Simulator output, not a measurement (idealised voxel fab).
process module | voxel spacer lines
cross-section cut | 225 nm wide | cells 5 nm
A cross-section is a grid of square cells, given in bands from the top down. A band is one or more rows of cells.
Each band's line starts with the height of the band's top and of its bottom, in nm. Then come its materials from left to right, each with its width in nm. One material with "throughout" fills the band from edge to edge. "air" is empty space.
Height 0 is the level under which the wafer as received is all one material. The lowest band goes on downwards, as in "0 down".
A width such as "30 to 40" changes by the same amount from each row of cells to the next, from the band's top row to its bottom row.
"no change" after a step means that no cell of the cross-section changed.
closed voids: empty space of 8 cells or more with no open way to the top, each as width x height at its distance from the left edge, in nm
after a step's settings: what the simulator itself notes on the step
overlay nm, on a step with a mask: how far to the right of its planned place the mask lay; to the left if negative
plan
1 op RECEIVE | material Si
2 op CONFORMAL_DEP | material Al2O3 | thk nm 10
3 op DIRECTIONAL_DEP | material TiN | thk nm 10
4 op DIRECTIONAL_DEP | material aC | thk nm 25
5 op PATTERN | tone cover | mask id MANDREL | material resist | width nm 25 | pitch nm 70 | thk nm 35 | overlay nm 0
6 op DIRECTIONAL_ETCH | etch materials aC | depth nm 25
7 op STRIP | etch materials resist
8 op CONFORMAL_DEP | material SiO2 | thk nm 10
9 op DIRECTIONAL_ETCH | etch materials SiO2 | depth nm 10
10 op STRIP | etch materials aC
11 op DIRECTIONAL_ETCH | etch materials TiN | depth nm 10
12 op STRIP | etch materials SiO2
13 op FILL_DEP | material lowk | thk nm 10
14 op CMP | height nm 20
first wafer, as planned
as received, after step 1
  0 down: Si throughout
  closed voids: none
after step 2
  10 to 0: Al2O3 throughout
  below 0: unchanged
after step 3
  20 to 10: TiN throughout
  below 10: unchanged
after step 4
  45 to 20: aC throughout
  below 20: unchanged
after step 5
  80 to 45: air 30 | resist 25 | air 45 | resist 25 | air 45 | resist 25 | air 30
  below 45: unchanged
after step 6
  55 to 45: air 30 | resist 25 | air 45 | resist 25 | air 45 | resist 25 | air 30
  45 to 20: air 30 | aC 25 | air 45 | aC 25 | air 45 | aC 25 | air 30
  below 20: unchanged
after step 7
  45 to 20: air 30 | aC 25 | air 45 | aC 25 | air 45 | aC 25 | air 30
  below 20: unchanged
after step 8
  55 to 45: air 20 | SiO2 45 | air 25 | SiO2 45 | air 25 | SiO2 45 | air 20
  45 to 30: air 20 | SiO2 10 | aC 25 | SiO2 10 | air 25 | SiO2 10 | aC 25 | SiO2 10 | air 25 | SiO2 10 | aC 25 | SiO2 10 | air 20
  30 to 20: SiO2 30 | aC 25 | SiO2 45 | aC 25 | SiO2 45 | aC 25 | SiO2 30
  below 20: unchanged
after step 9
  45 to 20: air 20 | SiO2 10 | aC 25 | SiO2 10 | air 25 | SiO2 10 | aC 25 | SiO2 10 | air 25 | SiO2 10 | aC 25 | SiO2 10 | air 20
  below 20: unchanged
after step 10
  45 to 20: air 20 | SiO2 10 | air 25 | SiO2 10 | air 25 | SiO2 10 | air 25 | SiO2 10 | air 25 | SiO2 10 | air 25 | SiO2 10 | air 20
  below 20: unchanged
after step 11
  45 to 20: air 20 | SiO2 10 | air 25 | SiO2 10 | air 25 | SiO2 10 | air 25 | SiO2 10 | air 25 | SiO2 10 | air 25 | SiO2 10 | air 20
  20 to 10: air 20 | TiN 10 | air 25 | TiN 10 | air 25 | TiN 10 | air 25 | TiN 10 | air 25 | TiN 10 | air 25 | TiN 10 | air 20
  below 10: unchanged
after step 12
  20 to 10: air 20 | TiN 10 | air 25 | TiN 10 | air 25 | TiN 10 | air 25 | TiN 10 | air 25 | TiN 10 | air 25 | TiN 10 | air 20
  below 10: unchanged
after step 13
  30 to 20: lowk throughout
  20 to 10: lowk 20 | TiN 10 | lowk 25 | TiN 10 | lowk 25 | TiN 10 | lowk 25 | TiN 10 | lowk 25 | TiN 10 | lowk 25 | TiN 10 | lowk 20
  below 10: unchanged
after step 14
  20 to 10: lowk 20 | TiN 10 | lowk 25 | TiN 10 | lowk 25 | TiN 10 | lowk 25 | TiN 10 | lowk 25 | TiN 10 | lowk 25 | TiN 10 | lowk 20
  below 10: unchanged
second wafer: like start, like plan, one mistake. Through step 1 it matches the first wafer
when step 2 should have ended
  5 to 0: Al2O3 throughout
  below 0: unchanged
when step 3 should have ended
  15 to 5: TiN throughout
  below 5: unchanged
when step 4 should have ended
  40 to 15: aC throughout
  below 15: unchanged
when step 5 should have ended
  75 to 40: air 30 | resist 25 | air 45 | resist 25 | air 45 | resist 25 | air 30
  below 40: unchanged
when step 6 should have ended
  50 to 40: air 30 | resist 25 | air 45 | resist 25 | air 45 | resist 25 | air 30
  40 to 15: air 30 | aC 25 | air 45 | aC 25 | air 45 | aC 25 | air 30
  below 15: unchanged
when step 7 should have ended
  40 to 15: air 30 | aC 25 | air 45 | aC 25 | air 45 | aC 25 | air 30
  below 15: unchanged
when step 8 should have ended
  50 to 40: air 20 | SiO2 45 | air 25 | SiO2 45 | air 25 | SiO2 45 | air 20
  40 to 25: air 20 | SiO2 10 | aC 25 | SiO2 10 | air 25 | SiO2 10 | aC 25 | SiO2 10 | air 25 | SiO2 10 | aC 25 | SiO2 10 | air 20
  25 to 15: SiO2 30 | aC 25 | SiO2 45 | aC 25 | SiO2 45 | aC 25 | SiO2 30
  below 15: unchanged
when step 9 should have ended
  40 to 15: air 20 | SiO2 10 | aC 25 | SiO2 10 | air 25 | SiO2 10 | aC 25 | SiO2 10 | air 25 | SiO2 10 | aC 25 | SiO2 10 | air 20
  below 15: unchanged
when step 10 should have ended
  40 to 15: air 20 | SiO2 10 | air 25 | SiO2 10 | air 25 | SiO2 10 | air 25 | SiO2 10 | air 25 | SiO2 10 | air 25 | SiO2 10 | air 20
  below 15: unchanged
when step 11 should have ended
  40 to 15: air 20 | SiO2 10 | air 25 | SiO2 10 | air 25 | SiO2 10 | air 25 | SiO2 10 | air 25 | SiO2 10 | air 25 | SiO2 10 | air 20
  15 to 5: air 20 | TiN 10 | air 25 | TiN 10 | air 25 | TiN 10 | air 25 | TiN 10 | air 25 | TiN 10 | air 25 | TiN 10 | air 20
  below 5: unchanged
when step 12 should have ended
  15 to 5: air 20 | TiN 10 | air 25 | TiN 10 | air 25 | TiN 10 | air 25 | TiN 10 | air 25 | TiN 10 | air 25 | TiN 10 | air 20
  below 5: unchanged
when step 13 should have ended
  25 to 15: lowk throughout
  15 to 5: lowk 20 | TiN 10 | lowk 25 | TiN 10 | lowk 25 | TiN 10 | lowk 25 | TiN 10 | lowk 25 | TiN 10 | lowk 25 | TiN 10 | lowk 20
  below 5: unchanged
when step 14 should have ended
  20 to 15: lowk throughout
  below 15: unchanged
what went wrong: step 2 ran as: op CONFORMAL_DEP | material Al2O3 | thk nm 5
at the end the second wafer has, in cells: 45 fewer of Al2O3 | 45 more of lowk
